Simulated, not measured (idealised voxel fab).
Title: Process Module voxel air gaps
We display cut, a cross-section 245 nm in width whose square cells are each 5 nm.
Think of the cross-section as a grid of square cells. We describe it in bands, top to bottom, and each band covers one or more rows of those cells. Within each band entry, the heights of the top and of the bottom of the band appear first, in that order and in nm; the materials of the band then follow from left to right, each with its corresponding width in nm. The designation "everywhere" on a single material indicates that it fills the band from edge to edge; the designation "empty" indicates empty space. Zero point of the height axis is 0; under it, received wafer = one material. Lowest band: continues down indefinitely, "0..down". The two numbers in a width such as "30->40" mark its ends across the band: the first belongs to the top row of cells, the second to the bottom row, and from each row to the next the width moves by the same amount. "nothing altered" (step): cross-section cells unchanged, all of them. Any empty space of 8 cells or more lacking an open way to the top shows up in "Voids, fully enclosed" as width x height at distance, distance from the left edge, in nm. Whatever follows a step's settings on its line is a remark the simulator itself makes about that step. overlay nm: how far to the right of its planned place the mask lay on this masked step (negative: to the left).

[This section lists the process steps that were planned]
1: RECEIVE: material Si
2: CONFORMAL_DEP: material SiO2, thk nm 15
3: CONFORMAL_DEP: material SiN, thk nm 5
4: DIRECTIONAL_DEP: material lowk, thk nm 30
5: DIRECTIONAL_DEP: material aC, thk nm 15
6: PATTERN: tone open, mask id LINES, material resist, width nm 25, pitch nm 55, thk nm 30, overlay nm 0
7: DIRECTIONAL_ETCH: etch materials aC, depth nm 15
8: STRIP: etch materials resist
9: DIRECTIONAL_ETCH: etch materials lowk, depth nm 30
10: STRIP: etch materials aC
11: CONFORMAL_DEP: material TiN, thk nm 5
12: FILL_DEP: material W, thk nm 10
13: CMP: height nm 50
14: EPI: material Ru, thk nm 10
15: SELECTIVE_ETCH: etch materials lowk, depth nm 40
16: CONFORMAL_DEP: material SiN, thk nm 5

[Cross-section: wafer on arrival = after step 1]
- 0..down = Si everywhere
- Voids, fully enclosed: none

[Module complete - cross-section of the first of two wafers, run according to plan]
- 65..60 = 40 nm empty, then 165 nm SiN, then 40 nm empty
- 60..50 = 40 nm empty, then 5 nm SiN, then 45 nm Ru, then 10 nm SiN, then 45 nm Ru, then 10 nm SiN, then 45 nm Ru, then 5 nm SiN, then 40 nm empty
- 50..45 = 40 nm empty, then 15 nm SiN, then 5 nm TiN, then 15 nm W, then 5 nm TiN, then 30 nm SiN, then 5 nm TiN, then 15 nm W, then 5 nm TiN, then 30 nm SiN, then 5 nm TiN, then 15 nm W, then 5 nm TiN, then 15 nm SiN, then 40 nm empty
- 45..25 = 50 nm empty, then 5 nm SiN, then 5 nm TiN, then 15 nm W, then 5 nm TiN, then 5 nm SiN, then 20 nm empty, then 5 nm SiN, then 5 nm TiN, then 15 nm W, then 5 nm TiN, then 5 nm SiN, then 20 nm empty, then 5 nm SiN, then 5 nm TiN, then 15 nm W, then 5 nm TiN, then 5 nm SiN, then 50 nm empty
- 25..20 = 55 nm SiN, then 25 nm TiN, then 30 nm SiN, then 25 nm TiN, then 30 nm SiN, then 25 nm TiN, then 55 nm SiN
- 20..15 = SiN everywhere
- 15..0 = SiO2 everywhere
- 0..down = Si everywhere
- Voids, fully enclosed: 20 x 20 at 85; 20 x 20 at 140

[Cross-sectional view: second of two wafers, end of module; start and plan identical to the first, one mistake in running]
- 65..60 = 45 nm empty, then 45 nm SiN, then 10 nm empty, then 45 nm SiN, then 10 nm empty, then 45 nm SiN, then 45 nm empty
- 60..50 = 45 nm empty, then 5 nm SiN, then 35 nm Ru, then 5 nm SiN, then 10 nm empty, then 5 nm SiN, then 35 nm Ru, then 5 nm SiN, then 10 nm empty, then 5 nm SiN, then 35 nm Ru, then 5 nm SiN, then 45 nm empty
- 50..45 = 45 nm empty, then 15 nm SiN, then 5 nm TiN, then 5 nm W, then 5 nm TiN, then 15 nm SiN, then 10 nm empty, then 15 nm SiN, then 5 nm TiN, then 5 nm W, then 5 nm TiN, then 15 nm SiN, then 10 nm empty, then 15 nm SiN, then 5 nm TiN, then 5 nm W, then 5 nm TiN, then 15 nm SiN, then 45 nm empty
- 45..25 = 55 nm empty, then 5 nm SiN, then 5 nm TiN, then 5 nm W, then 5 nm TiN, then 5 nm SiN, then 30 nm empty, then 5 nm SiN, then 5 nm TiN, then 5 nm W, then 5 nm TiN, then 5 nm SiN, then 30 nm empty, then 5 nm SiN, then 5 nm TiN, then 5 nm W, then 5 nm TiN, then 5 nm SiN, then 55 nm empty
- 25..20 = 60 nm SiN, then 15 nm TiN, then 40 nm SiN, then 15 nm TiN, then 40 nm SiN, then 15 nm TiN, then 60 nm SiN
- 20..15 = SiN everywhere
- 15..0 = SiO2 everywhere
- 0..down = Si everywhere
- Voids, fully enclosed: none
Short version of what went wrong: step 6 was run on a setting that differed from the plan, and what really ran there is PATTERN: tone open, mask id LINES, material resist, width nm 15, pitch nm 55, thk nm 30, overlay nm 0
Final wafer comparison in cells, second versus first, more or fewer per material: -12 Ru | -6 TiN | -30 W
At the end, the first wafer has 2 closed voids and the second wafer has 0.
